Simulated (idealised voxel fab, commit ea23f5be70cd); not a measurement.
The process module presented herein is designated voxel air gaps.
Square cells of 5 nm make up the cross-section cut, whose width is 155 nm.
Throughout this document, each cross-section is represented as a grid of square cells and is presented as a sequence of bands enumerated from the top downward, where a band comprises one or more rows of cells.
Within each band entry, the heights of the top and of the bottom of the band appear first, in that order and in nm; the materials of the band then follow from left to right, each with its corresponding width in nm. The designation "all across" on a single material indicates that it fills the band from edge to edge; the designation "blank" indicates empty space.
Height 0 is the level under which the wafer as received is all one material. The lowest band goes on downwards, as in "0 nm and below".
Read "30->40" as a graded width: first number on top, second number at the bottom, same change between each pair of neighbouring rows.
Basically "remains unaltered" means that step didn't change any cell in the cross-section.
The label "Enclosed empty spaces" introduces a list of the empty spaces, 8 cells or larger, that have no open way up to the top; each entry in it reads width x height at distance, where the distance is taken from the left edge and all three are stated in nm.
Text after the settings on a step's line: the simulator's own remark on that step.
Steps that use a mask can have "overlay nm" on their line. It says how far the mask sat to the right of where it was meant to be. Negative means to the left.
Planned process steps:
1. RECEIVE | material Si
2. CONFORMAL_DEP | material SiO2 | thk nm 15
3. CONFORMAL_DEP | material SiN | thk nm 5
4. DIRECTIONAL_DEP | material lowk | thk nm 35
5. DIRECTIONAL_DEP | material aC | thk nm 5
6. PATTERN | tone open | mask id LINES | material resist | width nm 15 | pitch nm 40 | thk nm 30 | overlay nm 0
7. DIRECTIONAL_ETCH | etch materials aC | depth nm 10
8. STRIP | etch materials resist
9. DIRECTIONAL_ETCH | etch materials lowk | depth nm 35
10. STRIP | etch materials aC
11. CONFORMAL_DEP | material TiN | thk nm 5
12. FILL_DEP | material Ru | thk nm 5
13. CMP | height nm 55
14. EPI | material Ru | thk nm 10
15. SELECTIVE_ETCH | etch materials lowk | depth nm 45
16. CONFORMAL_DEP | material SiN | thk nm 5
Split variable: thk nm, step 5. Plan value = first wafer. Wafers start alike.
First wafer as received, after step 1:
0 nm and below = Si all across
Enclosed empty spaces: none
The table below has one row for each wafer; a row shows, as of the end of the module, how many cells of each material the wafer has gained, marked (+), or lost, marked (-), since it was received, and then the wafer's closed voids:
thk nm 5 | +60 Ru | +132 SiN | +93 SiO2 | +45 TiN | Enclosed empty spaces: 15 x 25 at 50; 15 x 25 at 90
thk nm 10 | +60 Ru | +132 SiN | +93 SiO2 | +45 TiN | Enclosed empty spaces: 15 x 25 at 50; 15 x 25 at 90
thk nm 15 | +62 SiN | +93 SiO2 | Enclosed empty spaces: none
thk nm 20 | +62 SiN | +93 SiO2 | Enclosed empty spaces: none
thk nm 25 | +62 SiN | +93 SiO2 | Enclosed empty spaces: none
